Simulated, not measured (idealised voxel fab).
Documented hereafter: the process module known as voxel capacitor over wiring.
Section shown: cut. Width: 215 nm. Cell size: 5 nm, square.
Cross-sections here: square-cell grids, written as top-down lists of bands, a band being one or more rows of cells. Band: top height; bottom height; in nm. Then, left to right: material with width in nm, for each material. "throughout": a single material spanning edge to edge. "empty": empty space. Height 0 is the level under which the wafer as received is all one material. The lowest band goes on downwards, as in "0 nm and below". Quick explanation for "30->40": the width changes in equal steps down the rows of cells, from the first number in the band's top row to the second number in its bottom row. "no modification" (step): cross-section cells unchanged, all of them. Basically, "Closed void list" tells you about the enclosed voids: empty spaces with no open way to the top, 8 cells or bigger, each written width x height at distance, where distance is from the left edge, all in nm. Heads up: the bit after the settings on a step's line is the simulator's remark on that step. The setting "overlay nm" may be written on the line of a step. When the step uses a mask, the value reports how far to the right of the planned place the mask lay, and a negative value reports that it lay to the left.
**The steps planned for the process are as follows**
1 RECEIVE, material Si
2 CONFORMAL_DEP, material SiO2, thk nm 15
3 CONFORMAL_DEP, material SiN, thk nm 5
4 DIRECTIONAL_DEP, material lowk, thk nm 25
5 DIRECTIONAL_DEP, material aC, thk nm 10
6 PATTERN, tone open, mask id METAL_1, material resist, width nm 25, pitch nm 75, thk nm 30, overlay nm 0
7 DIRECTIONAL_ETCH, etch materials aC, depth nm 10
8 STRIP, etch materials resist
9 DIRECTIONAL_ETCH, etch materials lowk, depth nm 25
10 DIRECTIONAL_ETCH, etch materials SiN, depth nm 5
11 STRIP, etch materials aC
12 CONFORMAL_DEP, material TiN, thk nm 5
13 FILL_DEP, material W, thk nm 10
14 CMP, height nm 45
15 EPI, material Ru, thk nm 5
16 FILL_DEP, material SiCN, thk nm 5
17 DIRECTIONAL_DEP, material SiO2, thk nm 20
18 PATTERN, tone open, mask id PLUG_1, material resist, width nm 15, thk nm 20, overlay nm 0
19 DIRECTIONAL_ETCH, etch materials SiO2, depth nm 20
20 DIRECTIONAL_ETCH, etch materials SiCN, depth nm 5
21 STRIP, etch materials resist
22 CONFORMAL_DEP, material TiN, thk nm 5
23 FILL_DEP, material Cu, thk nm 5
24 CMP, height nm 75
25 DIRECTIONAL_DEP, material TiN, thk nm 10
26 DIRECTIONAL_DEP, material HfO2, thk nm 5
27 DIRECTIONAL_DEP, material TiN, thk nm 10
28 MASKED_ETCH, tone cover, mask id UPPER_PLATE, width nm 55, etch materials TiN, depth nm 10, overlay nm 0
29 MASKED_ETCH, tone cover, mask id UPPER_PLATE, width nm 55, etch materials HfO2, depth nm 5, overlay nm 0
30 PATTERN, tone cover, mask id LOWER_PLATE, material resist, width nm 65, thk nm 20, overlay nm 0
31 DIRECTIONAL_ETCH, etch materials TiN, depth nm 10
32 STRIP, etch materials resist
33 FILL_DEP, material SiO2, thk nm 15
34 CMP, height nm 110
35 MASKED_ETCH, tone open, mask id PLUG_2, width nm 15, etch materials SiO2, depth nm 10, overlay nm 0
36 CONFORMAL_DEP, material TiN, thk nm 5
37 FILL_DEP, material Ru, thk nm 10
38 CMP, height nm 110
39 CONFORMAL_DEP, material SiN, thk nm 5
**First of two wafers - as planned**
**Here's what the wafer looked like in cross-section when it arrived - that's after step 1**
    0 nm and below: Si throughout
    Closed void list: none
**After step 2: wafer cross-section**
    15 nm to 0 nm: SiO2 throughout
    below 0: unchanged
**After step 3: wafer cross-section**
    20 nm to 15 nm: SiN throughout
    below 15: unchanged
**After step 4: wafer cross-section**
    45 nm to 20 nm: lowk throughout
    below 20: unchanged
**After step 5: wafer cross-section**
    55 nm to 45 nm: aC throughout
    below 45: unchanged
**After step 6: wafer cross-section**
    85 nm to 55 nm: 55 nm resist; 25 nm empty; 50 nm resist; 25 nm empty; 60 nm resist
    below 55: unchanged
**After step 7: wafer cross-section**
    75 nm to 55 nm: 55 nm resist; 25 nm empty; 50 nm resist; 25 nm empty; 60 nm resist
    55 nm to 45 nm: 55 nm aC; 25 nm empty; 50 nm aC; 25 nm empty; 60 nm aC
    below 45: unchanged
**After step 8: wafer cross-section**
    55 nm to 45 nm: 55 nm aC; 25 nm empty; 50 nm aC; 25 nm empty; 60 nm aC
    below 45: unchanged
**After step 9: wafer cross-section**
    55 nm to 45 nm: 55 nm aC; 25 nm empty; 50 nm aC; 25 nm empty; 60 nm aC
    45 nm to 20 nm: 55 nm lowk; 25 nm empty; 50 nm lowk; 25 nm empty; 60 nm lowk
    below 20: unchanged
**After step 10: wafer cross-section**
    55 nm to 45 nm: 55 nm aC; 25 nm empty; 50 nm aC; 25 nm empty; 60 nm aC
    45 nm to 20 nm: 55 nm lowk; 25 nm empty; 50 nm lowk; 25 nm empty; 60 nm lowk
    20 nm to 15 nm: 55 nm SiN; 25 nm empty; 50 nm SiN; 25 nm empty; 60 nm SiN
    below 15: unchanged
**After step 11: wafer cross-section**
    45 nm to 20 nm: 55 nm lowk; 25 nm empty; 50 nm lowk; 25 nm empty; 60 nm lowk
    below 20: unchanged
**After step 12: wafer cross-section**
    50 nm to 45 nm: 60 nm TiN; 15 nm empty; 60 nm TiN; 15 nm empty; 65 nm TiN
    45 nm to 20 nm: 55 nm lowk; 5 nm TiN; 15 nm empty; 5 nm TiN; 50 nm lowk; 5 nm TiN; 15 nm empty; 5 nm TiN; 60 nm lowk
    20 nm to 15 nm: 55 nm SiN; 25 nm TiN; 50 nm SiN; 25 nm TiN; 60 nm SiN
    below 15: unchanged
**After step 13: wafer cross-section**
    60 nm to 50 nm: W throughout
    50 nm to 45 nm: 60 nm TiN; 15 nm W; 60 nm TiN; 15 nm W; 65 nm TiN
    45 nm to 20 nm: 55 nm lowk; 5 nm TiN; 15 nm W; 5 nm TiN; 50 nm lowk; 5 nm TiN; 15 nm W; 5 nm TiN; 60 nm lowk
    below 20: unchanged
**After step 14: wafer cross-section**
    45 nm to 20 nm: 55 nm lowk; 5 nm TiN; 15 nm W; 5 nm TiN; 50 nm lowk; 5 nm TiN; 15 nm W; 5 nm TiN; 60 nm lowk
    below 20: unchanged
**After step 15: wafer cross-section**
    50 nm to 45 nm: 50 nm empty; 35 nm Ru; 40 nm empty; 35 nm Ru; 55 nm empty
    below 45: unchanged
**After step 16: wafer cross-section**
    55 nm to 50 nm: SiCN throughout
    50 nm to 45 nm: 50 nm SiCN; 35 nm Ru; 40 nm SiCN; 35 nm Ru; 55 nm SiCN
    below 45: unchanged
**After step 17: wafer cross-section**
    75 nm to 55 nm: SiO2 throughout
    below 55: unchanged
**After step 18: wafer cross-section**
    95 nm to 75 nm: 65 nm resist; 15 nm empty; 135 nm resist
    below 75: unchanged
**After step 19: wafer cross-section**
    95 nm to 75 nm: 65 nm resist; 15 nm empty; 135 nm resist
    75 nm to 55 nm: 65 nm SiO2; 15 nm empty; 135 nm SiO2
    below 55: unchanged
**After step 20: wafer cross-section**
    95 nm to 75 nm: 65 nm resist; 15 nm empty; 135 nm resist
    75 nm to 55 nm: 65 nm SiO2; 15 nm empty; 135 nm SiO2
    55 nm to 50 nm: 65 nm SiCN; 15 nm empty; 135 nm SiCN
    below 50: unchanged
**After step 21: wafer cross-section**
    75 nm to 55 nm: 65 nm SiO2; 15 nm empty; 135 nm SiO2
    below 55: unchanged
**After step 22: wafer cross-section**
    80 nm to 75 nm: 70 nm TiN; 5 nm empty; 140 nm TiN
    75 nm to 55 nm: 65 nm SiO2; 5 nm TiN; 5 nm empty; 5 nm TiN; 135 nm SiO2
    55 nm to 50 nm: 65 nm SiCN; 15 nm TiN; 135 nm SiCN
    below 50: unchanged
**After step 23: wafer cross-section**
    85 nm to 80 nm: Cu throughout
    80 nm to 75 nm: 70 nm TiN; 5 nm Cu; 140 nm TiN
    75 nm to 55 nm: 65 nm SiO2; 5 nm TiN; 5 nm Cu; 5 nm TiN; 135 nm SiO2
    below 55: unchanged
**After step 24: wafer cross-section**
    75 nm to 55 nm: 65 nm SiO2; 5 nm TiN; 5 nm Cu; 5 nm TiN; 135 nm SiO2
    below 55: unchanged
**After step 25: wafer cross-section**
    85 nm to 75 nm: TiN throughout
    below 75: unchanged
**After step 26: wafer cross-section**
    90 nm to 85 nm: HfO2 throughout
    below 85: unchanged
**After step 27: wafer cross-section**
    100 nm to 90 nm: TiN throughout
    below 90: unchanged
**After step 28: wafer cross-section**
    100 nm to 90 nm: 65 nm empty; 55 nm TiN; 95 nm empty
    below 90: unchanged
**After step 29: wafer cross-section**
    100 nm to 90 nm: 65 nm empty; 55 nm TiN; 95 nm empty
    90 nm to 85 nm: 65 nm empty; 55 nm HfO2; 95 nm empty
    below 85: unchanged
**After step 30: wafer cross-section**
    120 nm to 100 nm: 60 nm empty; 65 nm resist; 90 nm empty
    100 nm to 90 nm: 60 nm empty; 5 nm resist; 55 nm TiN; 5 nm resist; 90 nm empty
    90 nm to 85 nm: 60 nm empty; 5 nm resist; 55 nm HfO2; 5 nm resist; 90 nm empty
    below 85: unchanged
**After step 31: wafer cross-section**
    120 nm to 100 nm: 60 nm empty; 65 nm resist; 90 nm empty
    100 nm to 90 nm: 60 nm empty; 5 nm resist; 55 nm TiN; 5 nm resist; 90 nm empty
    90 nm to 85 nm: 60 nm empty; 5 nm resist; 55 nm HfO2; 5 nm resist; 90 nm empty
    85 nm to 75 nm: 60 nm empty; 65 nm TiN; 90 nm empty
    below 75: unchanged
**After step 32: wafer cross-section**
    100 nm to 90 nm: 65 nm empty; 55 nm TiN; 95 nm empty
    90 nm to 85 nm: 65 nm empty; 55 nm HfO2; 95 nm empty
    below 85: unchanged
**After step 33: wafer cross-section**
    115 nm to 100 nm: SiO2 throughout
    100 nm to 90 nm: 65 nm SiO2; 55 nm TiN; 95 nm SiO2
    90 nm to 85 nm: 65 nm SiO2; 55 nm HfO2; 95 nm SiO2
    85 nm to 75 nm: 60 nm SiO2; 65 nm TiN; 90 nm SiO2
    below 75: unchanged
**After step 34: wafer cross-section**
    110 nm to 100 nm: SiO2 throughout
    below 100: unchanged
**After step 35: wafer cross-section**
    110 nm to 100 nm: 75 nm SiO2; 15 nm empty; 125 nm SiO2
    below 100: unchanged
**After step 36: wafer cross-section**
    115 nm to 110 nm: 80 nm TiN; 5 nm empty; 130 nm TiN
    110 nm to 105 nm: 75 nm SiO2; 5 nm TiN; 5 nm empty; 5 nm TiN; 125 nm SiO2
    105 nm to 100 nm: 75 nm SiO2; 15 nm TiN; 125 nm SiO2
    below 100: unchanged
**After step 37: wafer cross-section**
    125 nm to 115 nm: Ru throughout
    115 nm to 110 nm: 80 nm TiN; 5 nm Ru; 130 nm TiN
    110 nm to 105 nm: 75 nm SiO2; 5 nm TiN; 5 nm Ru; 5 nm TiN; 125 nm SiO2
    below 105: unchanged
**After step 38: wafer cross-section**
    110 nm to 105 nm: 75 nm SiO2; 5 nm TiN; 5 nm Ru; 5 nm TiN; 125 nm SiO2
    below 105: unchanged
**After step 39: wafer cross-section**
    115 nm to 110 nm: SiN throughout
    below 110: unchanged
**Companion wafer, the second of two: same beginning, same intended sequence, one mistake in carrying it out; through step 27 inclusive it tracks the first exactly**
**Cross-section, second wafer, at the end time the plan gives for step 28**
    100 nm to 90 nm: 60 nm empty; 65 nm TiN; 90 nm empty
    below 90: unchanged
**Cross-section, second wafer, at the end time the plan gives for step 29**
    100 nm to 90 nm: 60 nm empty; 65 nm TiN; 90 nm empty
    90 nm to 85 nm: 60 nm empty; 65 nm HfO2; 90 nm empty
    below 85: unchanged
**Cross-section, second wafer, at the end time the plan gives for step 30**
    120 nm to 100 nm: 60 nm empty; 65 nm resist; 90 nm empty
    below 100: unchanged
**Cross-section, second wafer, at the end time the plan gives for step 31**
    120 nm to 100 nm: 60 nm empty; 65 nm resist; 90 nm empty
    100 nm to 90 nm: 60 nm empty; 65 nm TiN; 90 nm empty
    90 nm to 85 nm: 60 nm empty; 65 nm HfO2; 90 nm empty
    85 nm to 75 nm: 60 nm empty; 65 nm TiN; 90 nm empty
    below 75: unchanged
**Cross-section, second wafer, at the end time the plan gives for step 32**
    100 nm to 90 nm: 60 nm empty; 65 nm TiN; 90 nm empty
    below 90: unchanged
**Cross-section, second wafer, at the end time the plan gives for step 33**
    115 nm to 100 nm: SiO2 throughout
    100 nm to 90 nm: 60 nm SiO2; 65 nm TiN; 90 nm SiO2
    90 nm to 85 nm: 60 nm SiO2; 65 nm HfO2; 90 nm SiO2
    85 nm to 75 nm: 60 nm SiO2; 65 nm TiN; 90 nm SiO2
    below 75: unchanged
**Cross-section, second wafer, at the end time the plan gives for step 34**
    110 nm to 100 nm: SiO2 throughout
    below 100: unchanged
**Cross-section, second wafer, at the end time the plan gives for step 35**
    110 nm to 100 nm: 75 nm SiO2; 15 nm empty; 125 nm SiO2
    below 100: unchanged
**Cross-section, second wafer, at the end time the plan gives for step 36**
    115 nm to 110 nm: 80 nm TiN; 5 nm empty; 130 nm TiN
    110 nm to 105 nm: 75 nm SiO2; 5 nm TiN; 5 nm empty; 5 nm TiN; 125 nm SiO2
    105 nm to 100 nm: 75 nm SiO2; 15 nm TiN; 125 nm SiO2
    below 100: unchanged
**Cross-section, second wafer, at the end time the plan gives for step 37**
    125 nm to 115 nm: Ru throughout
    115 nm to 110 nm: 80 nm TiN; 5 nm Ru; 130 nm TiN
    110 nm to 105 nm: 75 nm SiO2; 5 nm TiN; 5 nm Ru; 5 nm TiN; 125 nm SiO2
    below 105: unchanged
**Cross-section, second wafer, at the end time the plan gives for step 38**
    110 nm to 105 nm: 75 nm SiO2; 5 nm TiN; 5 nm Ru; 5 nm TiN; 125 nm SiO2
    below 105: unchanged
**Cross-section, second wafer, at the end time the plan gives for step 39**
    115 nm to 110 nm: SiN throughout
    below 110: unchanged
So what did we get wrong on this run? so step 28 ended up running with a different setting than we planned, it ran as MASKED_ETCH, tone cover, mask id UPPER_PLATE, width nm 65, etch materials TiN, depth nm 10, overlay nm 0
It is noted that, at the conclusion of processing, the second wafer exhibits a higher or lower cell count for certain materials relative to the first: 2 more of HfO2, 6 fewer of SiO2, 4 more of TiN
